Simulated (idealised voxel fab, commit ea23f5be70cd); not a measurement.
process module | voxel self aligned vias
cross-section cut | 195 nm wide | cells 5 nm
A cross-section is a grid of square cells, given in bands from the top down. A band is one or more rows of cells.
Each band's line starts with the height of the band's top and of its bottom, in nm. Then come its materials from left to right, each with its width in nm. One material with "throughout" fills the band from edge to edge. "air" is empty space.
Height 0 is the level under which the wafer as received is all one material. The lowest band goes on downwards, as in "0 down".
A width such as "30 to 40" changes by the same amount from each row of cells to the next, from the band's top row to its bottom row.
"no change" after a step means that no cell of the cross-section changed.
closed voids: empty space of 8 cells or more with no open way to the top, each as width x height at its distance from the left edge, in nm
after a step's settings: what the simulator itself notes on the step
overlay nm, on a step with a mask: how far to the right of its planned place the mask lay; to the left if negative
plan
1 op RECEIVE | material Si
2 op CONFORMAL_DEP | material SiO2 | thk nm 10
3 op CONFORMAL_DEP | material SiCN | thk nm 5
4 op DIRECTIONAL_DEP | material lowk | thk nm 25
5 op PATTERN | tone open | mask id LINES | material resist | width nm 25 | pitch nm 65 | thk nm 15 | overlay nm 0
6 op DIRECTIONAL_ETCH | etch materials lowk | depth nm 25
7 op STRIP | etch materials resist
8 op CONFORMAL_DEP | material TiN | thk nm 5
9 op FILL_DEP | material W | thk nm 5
10 op CMP | height nm 40
11 op SELECTIVE_ETCH | etch materials W Ru TiN | depth nm 5
12 op FILL_DEP | material SiN | thk nm 5
13 op CMP | height nm 40
14 op DIRECTIONAL_DEP | material lowk | thk nm 20
15 op PATTERN | tone open | mask id VIAS | material resist | width nm 25 | pitch nm 65 | thk nm 15 | overlay nm 0
16 op DIRECTIONAL_ETCH | etch materials lowk | depth nm 20
17 op DIRECTIONAL_ETCH | etch materials SiN | depth nm 5
18 op STRIP | etch materials resist
19 op CONFORMAL_DEP | material TiN | thk nm 5
20 op FILL_DEP | material Ru | thk nm 10
21 op CMP | height nm 60
22 op CONFORMAL_DEP | material SiCN | thk nm 5
varied across the wafers: width nm of step 15. The plan shows the first wafer's value. All wafers start alike
first wafer as received, after step 1
  0 down: Si throughout
  closed voids: none
each wafer at the end: cells of each material gained (+) or lost (-) since it was received, then its closed voids
width nm 25 | +24 Ru | +78 SiCN | +78 SiO2 | +48 TiN | +18 W | +261 lowk | closed voids: none
width nm 30 | +30 Ru | +78 SiCN | +78 SiO2 | +50 TiN | +18 W | +253 lowk | closed voids: none
width nm 35 | +36 Ru | +78 SiCN | +78 SiO2 | +52 TiN | +18 W | +245 lowk | closed voids: none
width nm 40 | +42 Ru | +78 SiCN | +78 SiO2 | +54 TiN | +18 W | +237 lowk | closed voids: none
width nm 45 | +48 Ru | +78 SiCN | +78 SiO2 | +56 TiN | +18 W | +229 lowk | closed voids: none
width nm 50 | +54 Ru | +78 SiCN | +78 SiO2 | +58 TiN | +18 W | +221 lowk | closed voids: none
